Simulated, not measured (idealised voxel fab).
The name of this process module is voxel self aligned vias.
cross-section cut | 225 nm wide | cells 5 nm
Heads up, the way a cross-section reads in here is a grid of square cells, handed over as bands from the top down, with every band being one or more rows of cells.
For a band, the entry starts with two heights in nm, that of the top and then that of the bottom, and carries on with the band's materials in order from left to right, each alongside its width in nm; the word "edge to edge" beside a single material means it fills the band edge to edge, and "air" means empty space.
Zero point of the height axis is 0; under it, received wafer = one material. Lowest band: continues down indefinitely, "z 0 and below".
Per-row width for "30 to 40": begins at first number (top row of band), ends at second number (bottom row), increment between rows held constant.
Given "nothing altered" for a step, no cell of the cross-section differs between before and after that step.
If an empty space has no open way to the top and is at least 8 cells in size, "Voids lacking openings" lists it, written width x height at distance, where distance is measured from the left edge and every value is in nm.
The remark found on a step's line after its settings is issued by the simulator itself and pertains to that step.
overlay nm: for a step with a mask, the amount by which the mask lay right of where it was planned; a negative amount means left of it.
Below you will find pairs of cross-sections. In each, one shows the wafer before one process step and the other after it, with the after view ending at the lowest band that changed. Under each pair is the step separating them, along with its settings. Do not assume the pairs form a chain: they can come from different runs of this module on the same starting wafer, and a pair continues from the pair above it only when its "Preceding state" entry says so.

[Preceding state]
  z 0 and below = Si edge to edge
  Voids lacking openings: none

[Section After Processing]
  z 15 to 0 = SiO2 edge to edge
  Beneath the level 0, the cross-section is identical to its previous state.
  Voids lacking openings: none
Between the two cross-sections shown above, the process step is CONFORMAL_DEP,material SiO2,thk nm 15

Preceding state: as in the pair right above, post-step view.

[Section After Processing]
  z 20 to 15 = SiCN edge to edge
  Beneath the level 15, the cross-section is identical to its previous state.
  Voids lacking openings: none
Between the two cross-sections shown above, the process step is CONFORMAL_DEP,material SiCN,thk nm 5

Preceding state: as in the pair right above, post-step view.

[Section After Processing]
  z 40 to 20 = SiO2 edge to edge
  Beneath the level 20, the cross-section is identical to its previous state.
  Voids lacking openings: none
Between the two cross-sections shown above, the process step is DIRECTIONAL_DEP,material SiO2,thk nm 20

Preceding state: as in the pair right above, post-step view.

[Section After Processing]
  z 50 to 40 = aC edge to edge
  Beneath the level 40, the cross-section is identical to its previous state.
  Voids lacking openings: none
Between the two cross-sections shown above, the process step is DIRECTIONAL_DEP,material aC,thk nm 10

Preceding state: as in the pair right above, post-step view.

[Section After Processing]
  z 75 to 50 = 80 of resist / 20 of air / 25 of resist / 20 of air / 80 of resist
  Beneath the level 50, the cross-section is identical to its previous state.
  Voids lacking openings: none
Between the two cross-sections shown above, the process step is PATTERN,tone open,mask id LINES,material resist,width nm 20,pitch nm 45,thk nm 25,overlay nm 0

Preceding state: as in the pair right above, post-step view.

[Section After Processing]
  z 65 to 50 = 80 of resist / 20 of air / 25 of resist / 20 of air / 80 of resist
  z 50 to 40 = 80 of aC / 20 of air / 25 of aC / 20 of air / 80 of aC
  Beneath the level 40, the cross-section is identical to its previous state.
  Voids lacking openings: none
Between the two cross-sections shown above, the process step is DIRECTIONAL_ETCH,etch materials aC,depth nm 10

Preceding state: as in the pair right above, post-step view.

[Section After Processing]
  z 50 to 40 = 80 of aC / 20 of air / 25 of aC / 20 of air / 80 of aC
  Beneath the level 40, the cross-section is identical to its previous state.
  Voids lacking openings: none
Between the two cross-sections shown above, the process step is STRIP,etch materials resist

Preceding state: as in the pair right above, post-step view.

[Section After Processing]
  z 50 to 40 = 80 of aC / 20 of air / 25 of aC / 20 of air / 80 of aC
  z 40 to 20 = 80 of SiO2 / 20 of air / 25 of SiO2 / 20 of air / 80 of SiO2
  Beneath the level 20, the cross-section is identical to its previous state.
  Voids lacking openings: none
Between the two cross-sections shown above, the process step is DIRECTIONAL_ETCH,etch materials SiO2,depth nm 20

Preceding state: as in the pair right above, post-step view.

[Section After Processing]
  z 40 to 20 = 80 of SiO2 / 20 of air / 25 of SiO2 / 20 of air / 80 of SiO2
  Beneath the level 20, the cross-section is identical to its previous state.
  Voids lacking openings: none
Between the two cross-sections shown above, the process step is STRIP,etch materials aC

Preceding state: as in the pair right above, post-step view.

[Section After Processing]
  z 45 to 40 = 85 of TiN / 10 of air / 35 of TiN / 10 of air / 85 of TiN
  z 40 to 25 = 80 of SiO2 / 5 of TiN / 10 of air / 5 of TiN / 25 of SiO2 / 5 of TiN / 10 of air / 5 of TiN / 80 of SiO2
  z 25 to 20 = 80 of SiO2 / 20 of TiN / 25 of SiO2 / 20 of TiN / 80 of SiO2
  Beneath the level 20, the cross-section is identical to its previous state.
  Voids lacking openings: none
Between the two cross-sections shown above, the process step is CONFORMAL_DEP,material TiN,thk nm 5

Preceding state: as in the pair right above, post-step view.

[Section After Processing]
  z 55 to 45 = Ru edge to edge
  z 45 to 40 = 85 of TiN / 10 of Ru / 35 of TiN / 10 of Ru / 85 of TiN
  z 40 to 25 = 80 of SiO2 / 5 of TiN / 10 of Ru / 5 of TiN / 25 of SiO2 / 5 of TiN / 10 of Ru / 5 of TiN / 80 of SiO2
  Beneath the level 25, the cross-section is identical to its previous state.
  Voids lacking openings: none
Between the two cross-sections shown above, the process step is FILL_DEP,material Ru,thk nm 10

Preceding state: as in the pair right above, post-step view.

[Section After Processing]
  z 40 to 25 = 80 of SiO2 / 5 of TiN / 10 of Ru / 5 of TiN / 25 of SiO2 / 5 of TiN / 10 of Ru / 5 of TiN / 80 of SiO2
  Beneath the level 25, the cross-section is identical to its previous state.
  Voids lacking openings: none
Between the two cross-sections shown above, the process step is CMP,height nm 40

Preceding state: as in the pair right above, post-step view.

[Section After Processing]
  z 40 to 35 = 80 of SiO2 / 20 of air / 25 of SiO2 / 20 of air / 80 of SiO2
  Beneath the level 35, the cross-section is identical to its previous state.
  Voids lacking openings: none
Between the two cross-sections shown above, the process step is SELECTIVE_ETCH,etch materials W Ru TiN,depth nm 5

Preceding state: as in the pair right above, post-step view.

[Section After Processing]
  z 50 to 40 = SiN edge to edge
  z 40 to 35 = 80 of SiO2 / 20 of SiN / 25 of SiO2 / 20 of SiN / 80 of SiO2
  Beneath the level 35, the cross-section is identical to its previous state.
  Voids lacking openings: none
Between the two cross-sections shown above, the process step is FILL_DEP,material SiN,thk nm 10

Preceding state: as in the pair right above, post-step view.

[Section After Processing]
  z 40 to 35 = 80 of SiO2 / 20 of SiN / 25 of SiO2 / 20 of SiN / 80 of SiO2
  Beneath the level 35, the cross-section is identical to its previous state.
  Voids lacking openings: none
Between the two cross-sections shown above, the process step is CMP,height nm 40

Preceding state: as in the pair right above, post-step view.

[Section After Processing]
  z 60 to 40 = SiO2 edge to edge
  Beneath the level 40, the cross-section is identical to its previous state.
  Voids lacking openings: none
Between the two cross-sections shown above, the process step is DIRECTIONAL_DEP,material SiO2,thk nm 20

Preceding state: as in the pair right above, post-step view.

[Section After Processing]
  z 60 to 40 = 75 of SiO2 / 30 of air / 120 of SiO2
  Beneath the level 40, the cross-section is identical to its previous state.
  Voids lacking openings: none
Between the two cross-sections shown above, the process step is MASKED_ETCH,tone open,mask id VIAS,width nm 30,etch materials SiO2,depth nm 20,overlay nm 0

Preceding state: as in the pair right above, post-step view.

[Section After Processing]
  z 60 to 40 = 75 of SiO2 / 30 of air / 120 of SiO2
  z 40 to 35 = 80 of SiO2 / 20 of air / 25 of SiO2 / 20 of SiN / 80 of SiO2
  Beneath the level 35, the cross-section is identical to its previous state.
  Voids lacking openings: none
Between the two cross-sections shown above, the process step is MASKED_ETCH,tone open,mask id VIAS,width nm 30,etch materials SiN,depth nm 5,overlay nm 0

Preceding state: as in the pair right above, post-step view.

[Section After Processing]
  z 65 to 60 = 80 of TiN / 20 of air / 125 of TiN
  z 60 to 45 = 75 of SiO2 / 5 of TiN / 20 of air / 5 of TiN / 120 of SiO2
  z 45 to 40 = 75 of SiO2 / 10 of TiN / 10 of air / 10 of TiN / 120 of SiO2
  z 40 to 35 = 80 of SiO2 / 20 of TiN / 25 of SiO2 / 20 of SiN / 80 of SiO2
  Beneath the level 35, the cross-section is identical to its previous state.
  Voids lacking openings: none
Between the two cross-sections shown above, the process step is CONFORMAL_DEP,material TiN,thk nm 5

Preceding state: as in the pair right above, post-step view.

[Section After Processing]
  z 70 to 65 = Ru edge to edge
  z 65 to 60 = 80 of TiN / 20 of Ru / 125 of TiN
  z 60 to 45 = 75 of SiO2 / 5 of TiN / 20 of Ru / 5 of TiN / 120 of SiO2
  z 45 to 40 = 75 of SiO2 / 10 of TiN / 10 of Ru / 10 of TiN / 120 of SiO2
  Beneath the level 40, the cross-section is identical to its previous state.
  Voids lacking openings: none
Between the two cross-sections shown above, the process step is FILL_DEP,material Ru,thk nm 5

Preceding state: as in the pair right above, post-step view.

[Section After Processing]
  z 60 to 45 = 75 of SiO2 / 5 of TiN / 20 of Ru / 5 of TiN / 120 of SiO2
  Beneath the level 45, the cross-section is identical to its previous state.
  Voids lacking openings: none
Between the two cross-sections shown above, the process step is CMP,height nm 60

Preceding state: as in the pair right above, post-step view.

[Section After Processing]
  z 65 to 60 = SiCN edge to edge
  Beneath the level 60, the cross-section is identical to its previous state.
  Voids lacking openings: none
Between the two cross-sections shown above, the process step is CONFORMAL_DEP,material SiCN,thk nm 5

[Preceding state]
  z 15 to 0 = SiO2 edge to edge
  z 0 and below = Si edge to edge
  Voids lacking openings: none

[Section After Processing]
  z 35 to 0 = SiO2 edge to edge
  Beneath the level 0, the cross-section is identical to its previous state.
  Voids lacking openings: none
Between the two cross-sections shown above, the process step is DIRECTIONAL_DEP,material SiO2,thk nm 20

Preceding state: as in the pair right above, post-step view.

[Section After Processing]
  z 45 to 35 = aC edge to edge
  Beneath the level 35, the cross-section is identical to its previous state.
  Voids lacking openings: none
Between the two cross-sections shown above, the process step is DIRECTIONAL_DEP,material aC,thk nm 10

Preceding state: as in the pair right above, post-step view.

[Section After Processing]
  z 70 to 45 = 80 of resist / 20 of air / 25 of resist / 20 of air / 80 of resist
  Beneath the level 45, the cross-section is identical to its previous state.
  Voids lacking openings: none
Between the two cross-sections shown above, the process step is PATTERN,tone open,mask id LINES,material resist,width nm 20,pitch nm 45,thk nm 25,overlay nm 0

Preceding state: as in the pair right above, post-step view.

[Section After Processing]
  z 60 to 45 = 80 of resist / 20 of air / 25 of resist / 20 of air / 80 of resist
  z 45 to 35 = 80 of aC / 20 of air / 25 of aC / 20 of air / 80 of aC
  Beneath the level 35, the cross-section is identical to its previous state.
  Voids lacking openings: none
Between the two cross-sections shown above, the process step is DIRECTIONAL_ETCH,etch materials aC,depth nm 10

Preceding state: as in the pair right above, post-step view.

[Section After Processing]
  z 45 to 35 = 80 of aC / 20 of air / 25 of aC / 20 of air / 80 of aC
  Beneath the level 35, the cross-section is identical to its previous state.
  Voids lacking openings: none
Between the two cross-sections shown above, the process step is STRIP,etch materials resist

Preceding state: as in the pair right above, post-step view.

[Section After Processing]
  z 45 to 35 = 80 of aC / 20 of air / 25 of aC / 20 of air / 80 of aC
  z 35 to 15 = 80 of SiO2 / 20 of air / 25 of SiO2 / 20 of air / 80 of SiO2
  Beneath the level 15, the cross-section is identical to its previous state.
  Voids lacking openings: none
Between the two cross-sections shown above, the process step is DIRECTIONAL_ETCH,etch materials SiO2,depth nm 20

Preceding state: as in the pair right above, post-step view.

[Section After Processing]
  z 35 to 15 = 80 of SiO2 / 20 of air / 25 of SiO2 / 20 of air / 80 of SiO2
  Beneath the level 15, the cross-section is identical to its previous state.
  Voids lacking openings: none
Between the two cross-sections shown above, the process step is STRIP,etch materials aC

Preceding state: as in the pair right above, post-step view.

[Section After Processing]
  z 40 to 35 = 85 of TiN / 10 of air / 35 of TiN / 10 of air / 85 of TiN
  z 35 to 20 = 80 of SiO2 / 5 of TiN / 10 of air / 5 of TiN / 25 of SiO2 / 5 of TiN / 10 of air / 5 of TiN / 80 of SiO2
  z 20 to 15 = 80 of SiO2 / 20 of TiN / 25 of SiO2 / 20 of TiN / 80 of SiO2
  Beneath the level 15, the cross-section is identical to its previous state.
  Voids lacking openings: none
Between the two cross-sections shown above, the process step is CONFORMAL_DEP,material TiN,thk nm 5

Preceding state: as in the pair right above, post-step view.

[Section After Processing]
  z 50 to 40 = Ru edge to edge
  z 40 to 35 = 85 of TiN / 10 of Ru / 35 of TiN / 10 of Ru / 85 of TiN
  z 35 to 20 = 80 of SiO2 / 5 of TiN / 10 of Ru / 5 of TiN / 25 of SiO2 / 5 of TiN / 10 of Ru / 5 of TiN / 80 of SiO2
  Beneath the level 20, the cross-section is identical to its previous state.
  Voids lacking openings: none
Between the two cross-sections shown above, the process step is FILL_DEP,material Ru,thk nm 10

Preceding state: as in the pair right above, post-step view.

[Section After Processing]
  z 40 to 35 = 85 of TiN / 10 of Ru / 35 of TiN / 10 of Ru / 85 of TiN
  Beneath the level 35, the cross-section is identical to its previous state.
  Voids lacking openings: none
Between the two cross-sections shown above, the process step is CMP,height nm 40

Preceding state: as in the pair right above, post-step view.

[Section After Processing]
  z 35 to 20 = 80 of SiO2 / 5 of TiN / 10 of Ru / 5 of TiN / 25 of SiO2 / 5 of TiN / 10 of Ru / 5 of TiN / 80 of SiO2
  Beneath the level 20, the cross-section is identical to its previous state.
  Voids lacking openings: none
Between the two cross-sections shown above, the process step is SELECTIVE_ETCH,etch materials W Ru TiN,depth nm 5

Preceding state: as in the pair right above, post-step view.

[Section After Processing]
  z 45 to 35 = SiN edge to edge
  Beneath the level 35, the cross-section is identical to its previous state.
  Voids lacking openings: none
Between the two cross-sections shown above, the process step is FILL_DEP,material SiN,thk nm 10

Preceding state: as in the pair right above, post-step view.

[Section After Processing]
  z 40 to 35 = SiN edge to edge
  Beneath the level 35, the cross-section is identical to its previous state.
  Voids lacking openings: none
Between the two cross-sections shown above, the process step is CMP,height nm 40

Preceding state: as in the pair right above, post-step view.

[Section After Processing]
  z 60 to 40 = SiO2 edge to edge
  Beneath the level 40, the cross-section is identical to its previous state.
  Voids lacking openings: none
Between the two cross-sections shown above, the process step is DIRECTIONAL_DEP,material SiO2,thk nm 20

Preceding state: as in the pair right above, post-step view.

[Section After Processing]
  z 60 to 40 = 75 of SiO2 / 30 of air / 120 of SiO2
  Beneath the level 40, the cross-section is identical to its previous state.
  Voids lacking openings: none
Between the two cross-sections shown above, the process step is MASKED_ETCH,tone open,mask id VIAS,width nm 30,etch materials SiO2,depth nm 20,overlay nm 0

Preceding state: as in the pair right above, post-step view.

[Section After Processing]
  z 60 to 40 = 75 of SiO2 / 30 of air / 120 of SiO2
  z 40 to 35 = 75 of SiN / 30 of air / 120 of SiN
  Beneath the level 35, the cross-section is identical to its previous state.
  Voids lacking openings: none
Between the two cross-sections shown above, the process step is MASKED_ETCH,tone open,mask id VIAS,width nm 30,etch materials SiN,depth nm 5,overlay nm 0

Preceding state: as in the pair right above, post-step view.

[Section After Processing]
  z 65 to 60 = 80 of TiN / 20 of air / 125 of TiN
  z 60 to 40 = 75 of SiO2 / 5 of TiN / 20 of air / 5 of TiN / 120 of SiO2
  z 40 to 35 = 75 of SiN / 30 of TiN / 120 of SiN
  Beneath the level 35, the cross-section is identical to its previous state.
  Voids lacking openings: none
Between the two cross-sections shown above, the process step is CONFORMAL_DEP,material TiN,thk nm 5

Preceding state: as in the pair right above, post-step view.

[Section After Processing]
  z 70 to 65 = Ru edge to edge
  z 65 to 60 = 80 of TiN / 20 of Ru / 125 of TiN
  z 60 to 40 = 75 of SiO2 / 5 of TiN / 20 of Ru / 5 of TiN / 120 of SiO2
  Beneath the level 40, the cross-section is identical to its previous state.
  Voids lacking openings: none
Between the two cross-sections shown above, the process step is FILL_DEP,material Ru,thk nm 5

Preceding state: as in the pair right above, post-step view.

[Section After Processing]
  z 60 to 40 = 75 of SiO2 / 5 of TiN / 20 of Ru / 5 of TiN / 120 of SiO2
  Beneath the level 40, the cross-section is identical to its previous state.
  Voids lacking openings: none
Between the two cross-sections shown above, the process step is CMP,height nm 60

Preceding state: as in the pair right above, post-step view.

[Section After Processing]
  z 65 to 60 = SiCN edge to edge
  Beneath the level 60, the cross-section is identical to its previous state.
  Voids lacking openings: none
Between the two cross-sections shown above, the process step is CONFORMAL_DEP,material SiCN,thk nm 5

[Preceding state]
  z 15 to 0 = SiO2 edge to edge
  z 0 and below = Si edge to edge
  Voids lacking openings: none

[Section After Processing]
  z 30 to 0 = SiO2 edge to edge
  Beneath the level 0, the cross-section is identical to its previous state.
  Voids lacking openings: none
Between the two cross-sections shown above, the process step is CONFORMAL_DEP,material SiO2,thk nm 15

Preceding state: as in the pair right above, post-step view.

[Section After Processing]
  z 35 to 30 = SiCN edge to edge
  Beneath the level 30, the cross-section is identical to its previous state.
  Voids lacking openings: none
Between the two cross-sections shown above, the process step is CONFORMAL_DEP,material SiCN,thk nm 5

Preceding state: as in the pair right above, post-step view.

[Section After Processing]
  z 55 to 35 = SiO2 edge to edge
  Beneath the level 35, the cross-section is identical to its previous state.
  Voids lacking openings: none
Between the two cross-sections shown above, the process step is DIRECTIONAL_DEP,material SiO2,thk nm 20

Preceding state: as in the pair right above, post-step view.

[Section After Processing]
  z 65 to 55 = aC edge to edge
  Beneath the level 55, the cross-section is identical to its previous state.
  Voids lacking openings: none
Between the two cross-sections shown above, the process step is DIRECTIONAL_DEP,material aC,thk nm 10

Preceding state: as in the pair right above, post-step view.

[Section After Processing]
  z 90 to 65 = 80 of resist / 20 of air / 25 of resist / 20 of air / 80 of resist
  Beneath the level 65, the cross-section is identical to its previous state.
  Voids lacking openings: none
Between the two cross-sections shown above, the process step is PATTERN,tone open,mask id LINES,material resist,width nm 20,pitch nm 45,thk nm 25,overlay nm 0

Preceding state: as in the pair right above, post-step view.

[Section After Processing]
  z 80 to 65 = 80 of resist / 20 of air / 25 of resist / 20 of air / 80 of resist
  z 65 to 55 = 80 of aC / 20 of air / 25 of aC / 20 of air / 80 of aC
  Beneath the level 55, the cross-section is identical to its previous state.
  Voids lacking openings: none
Between the two cross-sections shown above, the process step is DIRECTIONAL_ETCH,etch materials aC,depth nm 10

Preceding state: as in the pair right above, post-step view.

[Section After Processing]
  z 65 to 55 = 80 of aC / 20 of air / 25 of aC / 20 of air / 80 of aC
  Beneath the level 55, the cross-section is identical to its previous state.
  Voids lacking openings: none
Between the two cross-sections shown above, the process step is STRIP,etch materials resist

Preceding state: as in the pair right above, post-step view.

[Section After Processing]
  z 65 to 55 = 80 of aC / 20 of air / 25 of aC / 20 of air / 80 of aC
  z 55 to 35 = 80 of SiO2 / 20 of air / 25 of SiO2 / 20 of air / 80 of SiO2
  Beneath the level 35, the cross-section is identical to its previous state.
  Voids lacking openings: none
Between the two cross-sections shown above, the process step is DIRECTIONAL_ETCH,etch materials SiO2,depth nm 20

Preceding state: as in the pair right above, post-step view.

[Section After Processing]
  z 55 to 35 = 80 of SiO2 / 20 of air / 25 of SiO2 / 20 of air / 80 of SiO2
  Beneath the level 35, the cross-section is identical to its previous state.
  Voids lacking openings: none
Between the two cross-sections shown above, the process step is STRIP,etch materials aC

Preceding state: as in the pair right above, post-step view.

[Section After Processing]
  z 60 to 55 = 85 of TiN / 10 of air / 35 of TiN / 10 of air / 85 of TiN
  z 55 to 40 = 80 of SiO2 / 5 of TiN / 10 of air / 5 of TiN / 25 of SiO2 / 5 of TiN / 10 of air / 5 of TiN / 80 of SiO2
  z 40 to 35 = 80 of SiO2 / 20 of TiN / 25 of SiO2 / 20 of TiN / 80 of SiO2
  Beneath the level 35, the cross-section is identical to its previous state.
  Voids lacking openings: none
Between the two cross-sections shown above, the process step is CONFORMAL_DEP,material TiN,thk nm 5

Preceding state: as in the pair right above, post-step view.

[Section After Processing]
  z 70 to 60 = Ru edge to edge
  z 60 to 55 = 85 of TiN / 10 of Ru / 35 of TiN / 10 of Ru / 85 of TiN
  z 55 to 40 = 80 of SiO2 / 5 of TiN / 10 of Ru / 5 of TiN / 25 of SiO2 / 5 of TiN / 10 of Ru / 5 of TiN / 80 of SiO2
  Beneath the level 40, the cross-section is identical to its previous state.
  Voids lacking openings: none
Between the two cross-sections shown above, the process step is FILL_DEP,material Ru,thk nm 10

Preceding state: as in the pair right above, post-step view.

[Section After Processing]
  z 40 to 35 = 80 of SiO2 / 20 of TiN / 25 of SiO2 / 20 of TiN / 80 of SiO2
  Beneath the level 35, the cross-section is identical to its previous state.
  Voids lacking openings: none
Between the two cross-sections shown above, the process step is CMP,height nm 40

Preceding state: as in the pair right above, post-step view.

[Section After Processing]
  z 40 to 35 = 80 of SiO2 / 20 of air / 25 of SiO2 / 20 of air / 80 of SiO2
  Beneath the level 35, the cross-section is identical to its previous state.
  Voids lacking openings: none
Between the two cross-sections shown above, the process step is SELECTIVE_ETCH,etch materials W Ru TiN,depth nm 5

Preceding state: as in the pair right above, post-step view.

[Section After Processing]
  z 50 to 40 = SiN edge to edge
  z 40 to 35 = 80 of SiO2 / 20 of SiN / 25 of SiO2 / 20 of SiN / 80 of SiO2
  Beneath the level 35, the cross-section is identical to its previous state.
  Voids lacking openings: none
Between the two cross-sections shown above, the process step is FILL_DEP,material SiN,thk nm 10

Preceding state: as in the pair right above, post-step view.

[Section After Processing]
  z 40 to 35 = 80 of SiO2 / 20 of SiN / 25 of SiO2 / 20 of SiN / 80 of SiO2
  Beneath the level 35, the cross-section is identical to its previous state.
  Voids lacking openings: none
Between the two cross-sections shown above, the process step is CMP,height nm 40

Preceding state: as in the pair right above, post-step view.

[Section After Processing]
  z 60 to 40 = SiO2 edge to edge
  Beneath the level 40, the cross-section is identical to its previous state.
  Voids lacking openings: none
Between the two cross-sections shown above, the process step is DIRECTIONAL_DEP,material SiO2,thk nm 20

Preceding state: as in the pair right above, post-step view.

[Section After Processing]
  z 60 to 40 = 75 of SiO2 / 30 of air / 120 of SiO2
  Beneath the level 40, the cross-section is identical to its previous state.
  Voids lacking openings: none
Between the two cross-sections shown above, the process step is MASKED_ETCH,tone open,mask id VIAS,width nm 30,etch materials SiO2,depth nm 20,overlay nm 0

Preceding state: as in the pair right above, post-step view.

[Section After Processing]
  z 60 to 40 = 75 of SiO2 / 30 of air / 120 of SiO2
  z 40 to 35 = 80 of SiO2 / 20 of air / 25 of SiO2 / 20 of SiN / 80 of SiO2
  Beneath the level 35, the cross-section is identical to its previous state.
  Voids lacking openings: none
Between the two cross-sections shown above, the process step is MASKED_ETCH,tone open,mask id VIAS,width nm 30,etch materials SiN,depth nm 5,overlay nm 0

Preceding state: as in the pair right above, post-step view.

[Section After Processing]
  z 65 to 60 = 80 of TiN / 20 of air / 125 of TiN
  z 60 to 45 = 75 of SiO2 / 5 of TiN / 20 of air / 5 of TiN / 120 of SiO2
  z 45 to 40 = 75 of SiO2 / 10 of TiN / 10 of air / 10 of TiN / 120 of SiO2
  z 40 to 35 = 80 of SiO2 / 20 of TiN / 25 of SiO2 / 20 of SiN / 80 of SiO2
  Beneath the level 35, the cross-section is identical to its previous state.
  Voids lacking openings: none
Between the two cross-sections shown above, the process step is CONFORMAL_DEP,material TiN,thk nm 5

Preceding state: as in the pair right above, post-step view.

[Section After Processing]
  z 70 to 65 = Ru edge to edge
  z 65 to 60 = 80 of TiN / 20 of Ru / 125 of TiN
  z 60 to 45 = 75 of SiO2 / 5 of TiN / 20 of Ru / 5 of TiN / 120 of SiO2
  z 45 to 40 = 75 of SiO2 / 10 of TiN / 10 of Ru / 10 of TiN / 120 of SiO2
  Beneath the level 40, the cross-section is identical to its previous state.
  Voids lacking openings: none
Between the two cross-sections shown above, the process step is FILL_DEP,material Ru,thk nm 5

Preceding state: as in the pair right above, post-step view.

[Section After Processing]
  z 60 to 45 = 75 of SiO2 / 5 of TiN / 20 of Ru / 5 of TiN / 120 of SiO2
  Beneath the level 45, the cross-section is identical to its previous state.
  Voids lacking openings: none
Between the two cross-sections shown above, the process step is CMP,height nm 60

Preceding state: as in the pair right above, post-step view.

[Section After Processing]
  z 65 to 60 = SiCN edge to edge
  Beneath the level 60, the cross-section is identical to its previous state.
  Voids lacking openings: none
Between the two cross-sections shown above, the process step is CONFORMAL_DEP,material SiCN,thk nm 5

[Preceding state]
  z 0 and below = Si edge to edge
  Voids lacking openings: none

[Section After Processing]
  z 5 to 0 = SiCN edge to edge
  Beneath the level 0, the cross-section is identical to its previous state.
  Voids lacking openings: none
Between the two cross-sections shown above, the process step is CONFORMAL_DEP,material SiCN,thk nm 5

Preceding state: as in the pair right above, post-step view.

[Section After Processing]
  z 20 to 5 = SiO2 edge to edge
  Beneath the level 5, the cross-section is identical to its previous state.
  Voids lacking openings: none
Between the two cross-sections shown above, the process step is CONFORMAL_DEP,material SiO2,thk nm 15

Preceding state: as in the pair right above, post-step view.

[Section After Processing]
  z 40 to 5 = SiO2 edge to edge
  Beneath the level 5, the cross-section is identical to its previous state.
  Voids lacking openings: none
Between the two cross-sections shown above, the process step is DIRECTIONAL_DEP,material SiO2,thk nm 20

Preceding state: as in the pair right above, post-step view.

[Section After Processing]
  z 50 to 40 = aC edge to edge
  Beneath the level 40, the cross-section is identical to its previous state.
  Voids lacking openings: none
Between the two cross-sections shown above, the process step is DIRECTIONAL_DEP,material aC,thk nm 10

Preceding state: as in the pair right above, post-step view.

[Section After Processing]
  z 75 to 50 = 80 of resist / 20 of air / 25 of resist / 20 of air / 80 of resist
  Beneath the level 50, the cross-section is identical to its previous state.
  Voids lacking openings: none
Between the two cross-sections shown above, the process step is PATTERN,tone open,mask id LINES,material resist,width nm 20,pitch nm 45,thk nm 25,overlay nm 0

Preceding state: as in the pair right above, post-step view.

[Section After Processing]
  z 65 to 50 = 80 of resist / 20 of air / 25 of resist / 20 of air / 80 of resist
  z 50 to 40 = 80 of aC / 20 of air / 25 of aC / 20 of air / 80 of aC
  Beneath the level 40, the cross-section is identical to its previous state.
  Voids lacking openings: none
Between the two cross-sections shown above, the process step is DIRECTIONAL_ETCH,etch materials aC,depth nm 10

Preceding state: as in the pair right above, post-step view.

[Section After Processing]
  z 50 to 40 = 80 of aC / 20 of air / 25 of aC / 20 of air / 80 of aC
  Beneath the level 40, the cross-section is identical to its previous state.
  Voids lacking openings: none
Between the two cross-sections shown above, the process step is STRIP,etch materials resist

Preceding state: as in the pair right above, post-step view.

[Section After Processing]
  z 50 to 40 = 80 of aC / 20 of air / 25 of aC / 20 of air / 80 of aC
  z 40 to 20 = 80 of SiO2 / 20 of air / 25 of SiO2 / 20 of air / 80 of SiO2
  Beneath the level 20, the cross-section is identical to its previous state.
  Voids lacking openings: none
Between the two cross-sections shown above, the process step is DIRECTIONAL_ETCH,etch materials SiO2,depth nm 20

Preceding state: as in the pair right above, post-step view.

[Section After Processing]
  z 40 to 20 = 80 of SiO2 / 20 of air / 25 of SiO2 / 20 of air / 80 of SiO2
  Beneath the level 20, the cross-section is identical to its previous state.
  Voids lacking openings: none
Between the two cross-sections shown above, the process step is STRIP,etch materials aC

Preceding state: as in the pair right above, post-step view.

[Section After Processing]
  z 45 to 40 = 85 of TiN / 10 of air / 35 of TiN / 10 of air / 85 of TiN
  z 40 to 25 = 80 of SiO2 / 5 of TiN / 10 of air / 5 of TiN / 25 of SiO2 / 5 of TiN / 10 of air / 5 of TiN / 80 of SiO2
  z 25 to 20 = 80 of SiO2 / 20 of TiN / 25 of SiO2 / 20 of TiN / 80 of SiO2
  Beneath the level 20, the cross-section is identical to its previous state.
  Voids lacking openings: none
Between the two cross-sections shown above, the process step is CONFORMAL_DEP,material TiN,thk nm 5

Preceding state: as in the pair right above, post-step view.

[Section After Processing]
  z 55 to 45 = Ru edge to edge
  z 45 to 40 = 85 of TiN / 10 of Ru / 35 of TiN / 10 of Ru / 85 of TiN
  z 40 to 25 = 80 of SiO2 / 5 of TiN / 10 of Ru / 5 of TiN / 25 of SiO2 / 5 of TiN / 10 of Ru / 5 of TiN / 80 of SiO2
  Beneath the level 25, the cross-section is identical to its previous state.
  Voids lacking openings: none
Between the two cross-sections shown above, the process step is FILL_DEP,material Ru,thk nm 10

Preceding state: as in the pair right above, post-step view.

[Section After Processing]
  z 40 to 25 = 80 of SiO2 / 5 of TiN / 10 of Ru / 5 of TiN / 25 of SiO2 / 5 of TiN / 10 of Ru / 5 of TiN / 80 of SiO2
  Beneath the level 25, the cross-section is identical to its previous state.
  Voids lacking openings: none
Between the two cross-sections shown above, the process step is CMP,height nm 40

Preceding state: as in the pair right above, post-step view.

[Section After Processing]
  z 40 to 35 = 80 of SiO2 / 20 of air / 25 of SiO2 / 20 of air / 80 of SiO2
  Beneath the level 35, the cross-section is identical to its previous state.
  Voids lacking openings: none
Between the two cross-sections shown above, the process step is SELECTIVE_ETCH,etch materials W Ru TiN,depth nm 5

Preceding state: as in the pair right above, post-step view.

[Section After Processing]
  z 50 to 40 = SiN edge to edge
  z 40 to 35 = 80 of SiO2 / 20 of SiN / 25 of SiO2 / 20 of SiN / 80 of SiO2
  Beneath the level 35, the cross-section is identical to its previous state.
  Voids lacking openings: none
Between the two cross-sections shown above, the process step is FILL_DEP,material SiN,thk nm 10

Preceding state: as in the pair right above, post-step view.

[Section After Processing]
  z 40 to 35 = 80 of SiO2 / 20 of SiN / 25 of SiO2 / 20 of SiN / 80 of SiO2
  Beneath the level 35, the cross-section is identical to its previous state.
  Voids lacking openings: none
Between the two cross-sections shown above, the process step is CMP,height nm 40

Preceding state: as in the pair right above, post-step view.

[Section After Processing]
  z 60 to 40 = SiO2 edge to edge
  Beneath the level 40, the cross-section is identical to its previous state.
  Voids lacking openings: none
Between the two cross-sections shown above, the process step is DIRECTIONAL_DEP,material SiO2,thk nm 20

Preceding state: as in the pair right above, post-step view.

[Section After Processing]
  z 60 to 40 = 75 of SiO2 / 30 of air / 120 of SiO2
  Beneath the level 40, the cross-section is identical to its previous state.
  Voids lacking openings: none
Between the two cross-sections shown above, the process step is MASKED_ETCH,tone open,mask id VIAS,width nm 30,etch materials SiO2,depth nm 20,overlay nm 0

Preceding state: as in the pair right above, post-step view.

[Section After Processing]
  z 60 to 40 = 75 of SiO2 / 30 of air / 120 of SiO2
  z 40 to 35 = 80 of SiO2 / 20 of air / 25 of SiO2 / 20 of SiN / 80 of SiO2
  Beneath the level 35, the cross-section is identical to its previous state.
  Voids lacking openings: none
Between the two cross-sections shown above, the process step is MASKED_ETCH,tone open,mask id VIAS,width nm 30,etch materials SiN,depth nm 5,overlay nm 0
